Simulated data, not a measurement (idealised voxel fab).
The process module that follows is named voxel gate over fins.
Cross-sectional view cut (width: 250 nm; square cell size: 5 nm).
For the purposes of this document, a cross-section shall be understood as a grid of square cells, specified as bands listed in top-to-bottom order, each band consisting of one or more rows of cells. This entry defines a band. It first specifies the height of the band's top and the height of its bottom in nm, and then specifies the band's materials from left to right, stating each material with its width in nm. The word "throughout" identifies a single material that fills the band from edge to edge, while the word "air" identifies empty space. We count height from 0. Below that, the starting wafer is all one material. The lowest band never ends at the bottom but goes on down; see "0..down" for how that is written. Width spec "30 to 40" -> top row of cells at first value, bottom row at second value, equal per-row change in between. Where the words "nothing got changed" appear for a step, the cross-section shows no cell changed by that step; every cell remained as before. "Cavities, closed": empty spaces of 8 cells or more with no open way to the top, each given as width x height at distance, distance from the left edge, all in nm. Anything after a step's settings on that line? It's the simulator's own note about the step. overlay nm: how far to the right of its planned place the mask lay on this masked step (negative: to the left).
plan
- 1: RECEIVE, material Si
- 2: CONFORMAL_DEP, material SiN, thk nm 10
- 3: DIRECTIONAL_DEP, material aC, thk nm 15
- 4: PATTERN, tone cover, mask id FINS, material resist, width nm 15, pitch nm 35, thk nm 35, overlay nm 0
- 5: DIRECTIONAL_ETCH, etch materials aC, depth nm 15
- 6: STRIP, etch materials resist
- 7: DIRECTIONAL_ETCH, etch materials SiN, depth nm 10
- 8: DIRECTIONAL_ETCH, etch materials Si, depth nm 30
- 9: STRIP, etch materials aC
- 10: OXIDIZE, depth nm 5
- 11: FILL_DEP, material SiO2, thk nm 5
- 12: CMP, height nm 10
- 13: SELECTIVE_ETCH, etch materials SiO2, depth nm 25
- 14: STRIP, etch materials SiN
- 15: CONFORMAL_DEP, material HfO2, thk nm 5
- 16: CONFORMAL_DEP, material TiN, thk nm 5
- 17: FILL_DEP, material W, thk nm 15
- 18: CMP, height nm 20
- 19: CONFORMAL_DEP, material SiCN, thk nm 5
Concerning the first of two wafers, which was run in accordance with the plan
Step 1 complete: cross-section of the wafer as received
  0..down: Si throughout
  Cavities, closed: none
Upon completion of step 2, the wafer appears in cross-section as shown
  10..0: SiN throughout
  Below 0, the layers are the same as they were.
Upon completion of step 3, the wafer appears in cross-section as shown
  25..10: aC throughout
  Below 10, the layers are the same as they were.
Upon completion of step 4, the wafer appears in cross-section as shown
  60..25: air 100  resist 15  air 20  resist 15  air 100
  Below 25, the layers are the same as they were.
Upon completion of step 5, the wafer appears in cross-section as shown
  45..25: air 100  resist 15  air 20  resist 15  air 100
  25..10: air 100  aC 15  air 20  aC 15  air 100
  Below 10, the layers are the same as they were.
Upon completion of step 6, the wafer appears in cross-section as shown
  25..10: air 100  aC 15  air 20  aC 15  air 100
  Below 10, the layers are the same as they were.
Upon completion of step 7, the wafer appears in cross-section as shown
  25..10: air 100  aC 15  air 20  aC 15  air 100
  10..0: air 100  SiN 15  air 20  SiN 15  air 100
  Below 0, the layers are the same as they were.
Upon completion of step 8, the wafer appears in cross-section as shown
  25..10: air 100  aC 15  air 20  aC 15  air 100
  10..0: air 100  SiN 15  air 20  SiN 15  air 100
  0..-30: air 100  Si 15  air 20  Si 15  air 100
  Below -30, the layers are the same as they were.
Upon completion of step 9, the wafer appears in cross-section as shown
  10..0: air 100  SiN 15  air 20  SiN 15  air 100
  Below 0, the layers are the same as they were.
Upon completion of step 10, the wafer appears in cross-section as shown
  10..0: air 100  SiN 15  air 20  SiN 15  air 100
  0..-30: air 100  SiO2 5  Si 5  SiO2 5  air 20  SiO2 5  Si 5  SiO2 5  air 100
  -30..-35: SiO2 105  Si 5  SiO2 30  Si 5  SiO2 105
  Below -35, the layers are the same as they were.
Upon completion of step 11, the wafer appears in cross-section as shown
  15..10: SiO2 throughout
  10..0: SiO2 100  SiN 15  SiO2 20  SiN 15  SiO2 100
  0..-35: SiO2 105  Si 5  SiO2 30  Si 5  SiO2 105
  Below -35, the layers are the same as they were.
Upon completion of step 12, the wafer appears in cross-section as shown
  10..0: SiO2 100  SiN 15  SiO2 20  SiN 15  SiO2 100
  Below 0, the layers are the same as they were.
Upon completion of step 13, the wafer appears in cross-section as shown
  10..0: air 100  SiN 15  air 20  SiN 15  air 100
  0..-15: air 105  Si 5  air 30  Si 5  air 105
  Below -15, the layers are the same as they were.
Upon completion of step 14, the wafer appears in cross-section as shown
  0..-15: air 105  Si 5  air 30  Si 5  air 105
  Below -15, the layers are the same as they were.
Upon completion of step 15, the wafer appears in cross-section as shown
  5..0: air 100  HfO2 15  air 20  HfO2 15  air 100
  0..-10: air 100  HfO2 5  Si 5  HfO2 5  air 20  HfO2 5  Si 5  HfO2 5  air 100
  -10..-15: HfO2 105  Si 5  HfO2 30  Si 5  HfO2 105
  Below -15, the layers are the same as they were.
Upon completion of step 16, the wafer appears in cross-section as shown
  10..5: air 95  TiN 25  air 10  TiN 25  air 95
  5..0: air 95  TiN 5  HfO2 15  TiN 5  air 10  TiN 5  HfO2 15  TiN 5  air 95
  0..-5: air 95  TiN 5  HfO2 5  Si 5  HfO2 5  TiN 5  air 10  TiN 5  HfO2 5  Si 5  HfO2 5  TiN 5  air 95
  -5..-10: TiN 100  HfO2 5  Si 5  HfO2 5  TiN 20  HfO2 5  Si 5  HfO2 5  TiN 100
  Below -10, the layers are the same as they were.
Upon completion of step 17, the wafer appears in cross-section as shown
  25..10: W throughout
  10..5: W 95  TiN 25  W 10  TiN 25  W 95
  5..0: W 95  TiN 5  HfO2 15  TiN 5  W 10  TiN 5  HfO2 15  TiN 5  W 95
  0..-5: W 95  TiN 5  HfO2 5  Si 5  HfO2 5  TiN 5  W 10  TiN 5  HfO2 5  Si 5  HfO2 5  TiN 5  W 95
  Below -5, the layers are the same as they were.
Upon completion of step 18, the wafer appears in cross-section as shown
  20..10: W throughout
  Below 10, the layers are the same as they were.
Upon completion of step 19, the wafer appears in cross-section as shown
  25..20: SiCN throughout
  Below 20, the layers are the same as they were.
Okay, second wafer. Nothing different at the start, nothing different in the plan, just one mistake somewhere in the running. As far as step 14, counting that step, it's the first wafer all over again
Cross-section, second wafer, at the end time the plan gives for step 15: nothing got changed
Cross-section, second wafer, at the end time the plan gives for step 16
  5..0: air 100  TiN 15  air 20  TiN 15  air 100
  0..-10: air 100  TiN 5  Si 5  TiN 5  air 20  TiN 5  Si 5  TiN 5  air 100
  -10..-15: TiN 105  Si 5  TiN 30  Si 5  TiN 105
  Below -15, the layers are the same as they were.
Cross-section, second wafer, at the end time the plan gives for step 17
  20..5: W throughout
  5..0: W 100  TiN 15  W 20  TiN 15  W 100
  0..-10: W 100  TiN 5  Si 5  TiN 5  W 20  TiN 5  Si 5  TiN 5  W 100
  Below -10, the layers are the same as they were.
Cross-section, second wafer, at the end time the plan gives for step 18: nothing got changed
Cross-section, second wafer, at the end time the plan gives for step 19
  25..20: SiCN throughout
  Below 20, the layers are the same as they were.
Against the plan, the run slipped here: not run: step 15 of the plan (skipped)
FYI, end of process, the second wafer has more or fewer cells of some materials than the first: HfO2: 62 fewer; W: 62 more
